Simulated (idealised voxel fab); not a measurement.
A process module follows: voxel released beams.
FYI the section here is cut, 290 nm wide, cells are 5 nm squares.
For the purposes of this document, a cross-section shall be understood as a grid of square cells, specified as bands listed in top-to-bottom order, each band consisting of one or more rows of cells. A band entry consists of two parts. The first gives the height of the band's top and the height of its bottom, in nm. The rest lists the band's materials from left to right, each with its width in nm. A single material labelled with the word "full width" fills the band from edge to edge, and the word "blank" marks empty space. Beneath 0, the wafer as received is one material, and that level is where height counting begins. The lowest band goes on downward without a bottom; it is written like "from 0 down". So if you see something like "30->40" for the width, read it as the top row of the band sitting at the first number and the bottom row at the second, with every row in between moving by the same amount as the last. The designation "changes: none", where it is given for a processing step, indicates that no cell of the cross-section was altered in the course of that step. "Sealed void list" contains a list of empty spaces, each no smaller than 8 cells and without an open way to the top, written in the form width x height at distance with the distance from the left edge and all three in nm. Past the settings on a step's line: simulator remark, on that step. The line of a step may include "overlay nm". On a step with a mask, this value is how far to the right of its planned place the mask lay. A negative value means the mask lay to the left.
## The steps planned for the process are as follows
step 1: RECEIVE with material Si
step 2: CONFORMAL_DEP with material SiN, thk nm 10
step 3: DIRECTIONAL_DEP with material SiO2, thk nm 10
step 4: PATTERN with tone open, mask id ANCHOR, material resist, width nm 45, thk nm 15, overlay nm 0
step 5: DIRECTIONAL_ETCH with etch materials SiO2, depth nm 10
step 6: STRIP with etch materials resist
step 7: CONFORMAL_DEP with material polySi, thk nm 15
step 8: MASKED_ETCH with tone cover, mask id BEAM, width nm 105, etch materials polySi, depth nm 15, overlay nm 0
step 9: STRIP with etch materials SiO2
## Incoming wafer, cross-sectional view, post step 1
from 0 down  Si full width
Sealed void list: none
## Post-module cross-section of the first of two wafers (run per plan)
from 35 to 25  blank: 90, polySi: 20, blank: 15, polySi: 70, blank: 95
from 25 to 20  blank: 90, polySi: 105, blank: 95
from 20 to 10  blank: 95, polySi: 45, blank: 150
from 10 to 0  SiN full width
from 0 down  Si full width
Sealed void list: none
## Second of two wafers, module complete, sectioned: it shares the first wafer's start and plan but was run with one mistake
from 50 to 35  blank: 90, polySi: 105, blank: 95
from 35 to 20  polySi full width
from 20 to 10  SiO2: 95, polySi: 45, SiO2: 150
from 10 to 0  SiN full width
from 0 down  Si full width
Sealed void list: none
Against the plan, the run slipped here: in the plan, step 7 was performed twice
End check, counted in cells, second wafer has more or fewer of these materials than the first: +98 SiO2; +180 polySi
